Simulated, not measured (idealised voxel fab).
process module | voxel released beams
cross-section cut | 280 nm wide | cells 5 nm
A cross-section is a grid of square cells, given in bands from the top down. A band is one or more rows of cells.
Each band's line starts with the height of the band's top and of its bottom, in nm. Then come its materials from left to right, each with its width in nm. One material with "throughout" fills the band from edge to edge. "air" is empty space.
Height 0 is the level under which the wafer as received is all one material. The lowest band goes on downwards, as in "0 down".
A width such as "30 to 40" changes by the same amount from each row of cells to the next, from the band's top row to its bottom row.
"no change" after a step means that no cell of the cross-section changed.
closed voids: empty space of 8 cells or more with no open way to the top, each as width x height at its distance from the left edge, in nm
after a step's settings: what the simulator itself notes on the step
overlay nm, on a step with a mask: how far to the right of its planned place the mask lay; to the left if negative
plan
1 op RECEIVE | material Si
2 op CONFORMAL_DEP | material Al2O3 | thk nm 10
3 op DIRECTIONAL_DEP | material SiO2 | thk nm 15
4 op PATTERN | tone open | mask id ANCHOR | material resist | width nm 30 | thk nm 15 | overlay nm 0
5 op DIRECTIONAL_ETCH | etch materials SiO2 | depth nm 15
6 op STRIP | etch materials resist
7 op CONFORMAL_DEP | material SiN | thk nm 10
8 op PATTERN | tone cover | mask id BEAM | material resist | width nm 75 | thk nm 15 | overlay nm 0
9 op DIRECTIONAL_ETCH | etch materials SiN | depth nm 10
10 op STRIP | etch materials resist
11 op STRIP | etch materials SiO2
first wafer, as planned
as received, after step 1
  0 down: Si throughout
  closed voids: none
after step 2
  10 to 0: Al2O3 throughout
  below 0: unchanged
after step 3
  25 to 10: SiO2 throughout
  below 10: unchanged
after step 4
  40 to 25: resist 105 | air 30 | resist 145
  below 25: unchanged
after step 5
  40 to 25: resist 105 | air 30 | resist 145
  25 to 10: SiO2 105 | air 30 | SiO2 145
  below 10: unchanged
after step 6
  25 to 10: SiO2 105 | air 30 | SiO2 145
  below 10: unchanged
after step 7
  35 to 25: SiN 115 | air 10 | SiN 155
  25 to 20: SiO2 105 | SiN 10 | air 10 | SiN 10 | SiO2 145
  20 to 10: SiO2 105 | SiN 30 | SiO2 145
  below 10: unchanged
after step 8
  50 to 35: air 100 | resist 75 | air 105
  35 to 25: SiN 115 | resist 10 | SiN 155
  25 to 20: SiO2 105 | SiN 10 | resist 10 | SiN 10 | SiO2 145
  below 20: unchanged
after step 9
  50 to 35: air 100 | resist 75 | air 105
  35 to 25: air 100 | SiN 15 | resist 10 | SiN 50 | air 105
  below 25: unchanged
after step 10
  35 to 25: air 100 | SiN 15 | air 10 | SiN 50 | air 105
  25 to 20: SiO2 105 | SiN 10 | air 10 | SiN 10 | SiO2 145
  below 20: unchanged
after step 11
  35 to 25: air 100 | SiN 15 | air 10 | SiN 50 | air 105
  25 to 20: air 105 | SiN 10 | air 10 | SiN 10 | air 145
  20 to 10: air 105 | SiN 30 | air 145
  below 10: unchanged
second wafer: like start, like plan, one mistake. Through step 1 it matches the first wafer
when step 2 should have ended
  15 to 0: SiO2 throughout
  below 0: unchanged
when step 3 should have ended
  25 to 15: Al2O3 throughout
  below 15: unchanged
when step 4 should have ended
  40 to 25: resist 105 | air 30 | resist 145
  below 25: unchanged
when step 5 should have ended: no change
when step 6 should have ended
  25 to 15: Al2O3 throughout
  below 15: unchanged
when step 7 should have ended
  35 to 25: SiN throughout
  below 25: unchanged
when step 8 should have ended
  50 to 35: air 100 | resist 75 | air 105
  below 35: unchanged
when step 9 should have ended
  50 to 35: air 100 | resist 75 | air 105
  35 to 25: air 100 | SiN 75 | air 105
  below 25: unchanged
when step 10 should have ended
  35 to 25: air 100 | SiN 75 | air 105
  below 25: unchanged
when step 11 should have ended: no change
what went wrong: steps 2 and 3 were swapped
at the end the second wafer has, in cells: 12 fewer of SiN | 168 more of SiO2
